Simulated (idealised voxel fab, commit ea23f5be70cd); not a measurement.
The following is a process module called voxel self aligned contacts.
Cross-sectional view cut (width: 280 nm; square cell size: 5 nm).
In what follows, cross-sections appear as grids of square cells, described through bands that run from the top down, where every band is one or more rows of cells.
For a band, the entry starts with two heights in nm, that of the top and then that of the bottom, and carries on with the band's materials in order from left to right, each alongside its width in nm; the word "all across" beside a single material means it fills the band edge to edge, and "air" means empty space.
Note: height 0 marks the level under which the wafer is uniformly one material as received. Lowest band unbounded below, written "0 down".
With a width like "30->40", each row of cells in the band differs from the next by the same amount, the top row carrying the first number and the bottom row the second.
The designation "no change", where it is given for a processing step, indicates that no cell of the cross-section was altered in the course of that step.
Tabulated closed voids: empty space of 8 cells or more with no open way to the top, each as width x height at its distance from the left edge, in nm
Read whatever lies past the settings on a step's line as the simulator's own remark about the step.
The optional step-line setting "overlay nm" applies to steps with a mask and quantifies how far to the right of its planned location the mask lay, a negative value indicating leftward placement.

List of planned process steps
| 1 | RECEIVE | material Si |
| 2 | CONFORMAL_DEP | material SiO2 | thk nm 5 |
| 3 | DIRECTIONAL_DEP | material polySi | thk nm 30 |
| 4 | DIRECTIONAL_DEP | material SiN | thk nm 15 |
| 5 | MASKED_ETCH | tone cover | mask id GATE | width nm 25 | pitch nm 60 | etch materials SiN | depth nm 15 | overlay nm 0 |
| 6 | MASKED_ETCH | tone cover | mask id GATE | width nm 25 | pitch nm 60 | etch materials polySi | depth nm 30 | overlay nm 0 |
| 7 | CONFORMAL_DEP | material SiN | thk nm 5 |
| 8 | DIRECTIONAL_ETCH | etch materials SiN | depth nm 5 |
| 9 | FILL_DEP | material SiO2 | thk nm 20 |
| 10 | CMP | height nm 60 |
| 11 | PATTERN | tone open | mask id CONTACT | material resist | width nm 45 | thk nm 15 | overlay nm 0 |
| 12 | DIRECTIONAL_ETCH | etch materials SiO2 | depth nm 60 |
| 13 | STRIP | etch materials resist |
| 14 | CONFORMAL_DEP | material TiN | thk nm 5 |
| 15 | FILL_DEP | material Ru | thk nm 5 |
| 16 | CMP | height nm 60 |
| 17 | CONFORMAL_DEP | material SiN | thk nm 5 |

The following pertains to the first of two wafers, which was processed as planned

Wafer at receipt (post step 1), cross-section
- 0 down | Si all across
- Tabulated closed voids: none

Wafer section view after processing step 2
- 5 to 0 | SiO2 all across
- Lower than 0, everything is as it was.

Wafer section view after processing step 3
- 35 to 5 | polySi all across
- Lower than 5, everything is as it was.

Wafer section view after processing step 4
- 50 to 35 | SiN all across
- Lower than 35, everything is as it was.

Wafer section view after processing step 5
- 50 to 35 | 95 of air, then 25 of SiN, then 35 of air, then 25 of SiN, then 100 of air
- Lower than 35, everything is as it was.

Wafer section view after processing step 6
- 50 to 35 | 95 of air, then 25 of SiN, then 35 of air, then 25 of SiN, then 100 of air
- 35 to 5 | 95 of air, then 25 of polySi, then 35 of air, then 25 of polySi, then 100 of air
- Lower than 5, everything is as it was.

Wafer section view after processing step 7
- 55 to 35 | 90 of air, then 35 of SiN, then 25 of air, then 35 of SiN, then 95 of air
- 35 to 10 | 90 of air, then 5 of SiN, then 25 of polySi, then 5 of SiN, then 25 of air, then 5 of SiN, then 25 of polySi, then 5 of SiN, then 95 of air
- 10 to 5 | 95 of SiN, then 25 of polySi, then 35 of SiN, then 25 of polySi, then 100 of SiN
- Lower than 5, everything is as it was.

Wafer section view after processing step 8
- 50 to 35 | 90 of air, then 35 of SiN, then 25 of air, then 35 of SiN, then 95 of air
- 35 to 5 | 90 of air, then 5 of SiN, then 25 of polySi, then 5 of SiN, then 25 of air, then 5 of SiN, then 25 of polySi, then 5 of SiN, then 95 of air
- Lower than 5, everything is as it was.

Wafer section view after processing step 9
- 70 to 50 | SiO2 all across
- 50 to 35 | 90 of SiO2, then 35 of SiN, then 25 of SiO2, then 35 of SiN, then 95 of SiO2
- 35 to 5 | 90 of SiO2, then 5 of SiN, then 25 of polySi, then 5 of SiN, then 25 of SiO2, then 5 of SiN, then 25 of polySi, then 5 of SiN, then 95 of SiO2
- Lower than 5, everything is as it was.

Wafer section view after processing step 10
- 60 to 50 | SiO2 all across
- Lower than 50, everything is as it was.

Wafer section view after processing step 11
- 75 to 60 | 115 of resist, then 45 of air, then 120 of resist
- Lower than 60, everything is as it was.

Wafer section view after processing step 12
- 75 to 60 | 115 of resist, then 45 of air, then 120 of resist
- 60 to 50 | 115 of SiO2, then 45 of air, then 120 of SiO2
- 50 to 35 | 90 of SiO2, then 35 of SiN, then 25 of air, then 35 of SiN, then 95 of SiO2
- 35 to 5 | 90 of SiO2, then 5 of SiN, then 25 of polySi, then 5 of SiN, then 25 of air, then 5 of SiN, then 25 of polySi, then 5 of SiN, then 95 of SiO2
- 5 to 0 | 125 of SiO2, then 25 of air, then 130 of SiO2
- Lower than 0, everything is as it was.

Wafer section view after processing step 13
- 60 to 50 | 115 of SiO2, then 45 of air, then 120 of SiO2
- Lower than 50, everything is as it was.

Wafer section view after processing step 14
- 65 to 60 | 120 of TiN, then 35 of air, then 125 of TiN
- 60 to 50 | 115 of SiO2, then 5->15 of TiN, then 35->15 of air, then 5->15 of TiN, then 120 of SiO2
- 50 to 35 | 90 of SiO2, then 35 of SiN, then 5 of TiN, then 15 of air, then 5 of TiN, then 35 of SiN, then 95 of SiO2
- 35 to 5 | 90 of SiO2, then 5 of SiN, then 25 of polySi, then 5 of SiN, then 5 of TiN, then 15 of air, then 5 of TiN, then 5 of SiN, then 25 of polySi, then 5 of SiN, then 95 of SiO2
- 5 to 0 | 125 of SiO2, then 25 of TiN, then 130 of SiO2
- Lower than 0, everything is as it was.

Wafer section view after processing step 15
- 70 to 65 | Ru all across
- 65 to 60 | 120 of TiN, then 35 of Ru, then 125 of TiN
- 60 to 50 | 115 of SiO2, then 5->15 of TiN, then 35->15 of Ru, then 5->15 of TiN, then 120 of SiO2
- 50 to 35 | 90 of SiO2, then 35 of SiN, then 5 of TiN, then 15 of Ru, then 5 of TiN, then 35 of SiN, then 95 of SiO2
- 35 to 5 | 90 of SiO2, then 5 of SiN, then 25 of polySi, then 5 of SiN, then 5 of TiN, then 15 of Ru, then 5 of TiN, then 5 of SiN, then 25 of polySi, then 5 of SiN, then 95 of SiO2
- Lower than 5, everything is as it was.

Wafer section view after processing step 16
- 60 to 50 | 115 of SiO2, then 5->15 of TiN, then 35->15 of Ru, then 5->15 of TiN, then 120 of SiO2
- Lower than 50, everything is as it was.

Wafer section view after processing step 17
- 65 to 60 | SiN all across
- Lower than 60, everything is as it was.

The remaining wafer, second of the two, started like the first and was run to the same plan, except that one mistake was made along the way; the two coincide through step 10, inclusive

Cross-section of the second wafer corresponding to the planned conclusion of step 11
- 75 to 60 | 120 of resist, then 45 of air, then 115 of resist
- Lower than 60, everything is as it was.

Cross-section of the second wafer corresponding to the planned conclusion of step 12
- 75 to 60 | 120 of resist, then 45 of air, then 115 of resist
- 60 to 50 | 120 of SiO2, then 45 of air, then 115 of SiO2
- 50 to 35 | 90 of SiO2, then 35 of SiN, then 25 of air, then 35 of SiN, then 95 of SiO2
- 35 to 5 | 90 of SiO2, then 5 of SiN, then 25 of polySi, then 5 of SiN, then 25 of air, then 5 of SiN, then 25 of polySi, then 5 of SiN, then 95 of SiO2
- 5 to 0 | 125 of SiO2, then 25 of air, then 130 of SiO2
- Lower than 0, everything is as it was.

Cross-section of the second wafer corresponding to the planned conclusion of step 13
- 60 to 50 | 120 of SiO2, then 45 of air, then 115 of SiO2
- Lower than 50, everything is as it was.

Cross-section of the second wafer corresponding to the planned conclusion of step 14
- 65 to 60 | 125 of TiN, then 35 of air, then 120 of TiN
- 60 to 50 | 120 of SiO2, then 5->10 of TiN, then 35->15 of air, then 5->20 of TiN, then 115 of SiO2
- 50 to 35 | 90 of SiO2, then 35 of SiN, then 5 of TiN, then 15 of air, then 5 of TiN, then 35 of SiN, then 95 of SiO2
- 35 to 5 | 90 of SiO2, then 5 of SiN, then 25 of polySi, then 5 of SiN, then 5 of TiN, then 15 of air, then 5 of TiN, then 5 of SiN, then 25 of polySi, then 5 of SiN, then 95 of SiO2
- 5 to 0 | 125 of SiO2, then 25 of TiN, then 130 of SiO2
- Lower than 0, everything is as it was.

Cross-section of the second wafer corresponding to the planned conclusion of step 15
- 70 to 65 | Ru all across
- 65 to 60 | 125 of TiN, then 35 of Ru, then 120 of TiN
- 60 to 50 | 120 of SiO2, then 5->10 of TiN, then 35->15 of Ru, then 5->20 of TiN, then 115 of SiO2
- 50 to 35 | 90 of SiO2, then 35 of SiN, then 5 of TiN, then 15 of Ru, then 5 of TiN, then 35 of SiN, then 95 of SiO2
- 35 to 5 | 90 of SiO2, then 5 of SiN, then 25 of polySi, then 5 of SiN, then 5 of TiN, then 15 of Ru, then 5 of TiN, then 5 of SiN, then 25 of polySi, then 5 of SiN, then 95 of SiO2
- Lower than 5, everything is as it was.

Cross-section of the second wafer corresponding to the planned conclusion of step 16
- 60 to 50 | 120 of SiO2, then 5->10 of TiN, then 35->15 of Ru, then 5->20 of TiN, then 115 of SiO2
- Lower than 50, everything is as it was.

Cross-section of the second wafer corresponding to the planned conclusion of step 17
- 65 to 60 | SiN all across
- Lower than 60, everything is as it was.
Deviation noted in wafer processing: rather than as planned, step 11 actually ran as PATTERN | tone open | mask id CONTACT | material resist | width nm 45 | thk nm 15 | overlay nm 5
Comparing end states, the material composition by cell count is preserved from the first wafer to the second, while the locations of the cells are not.
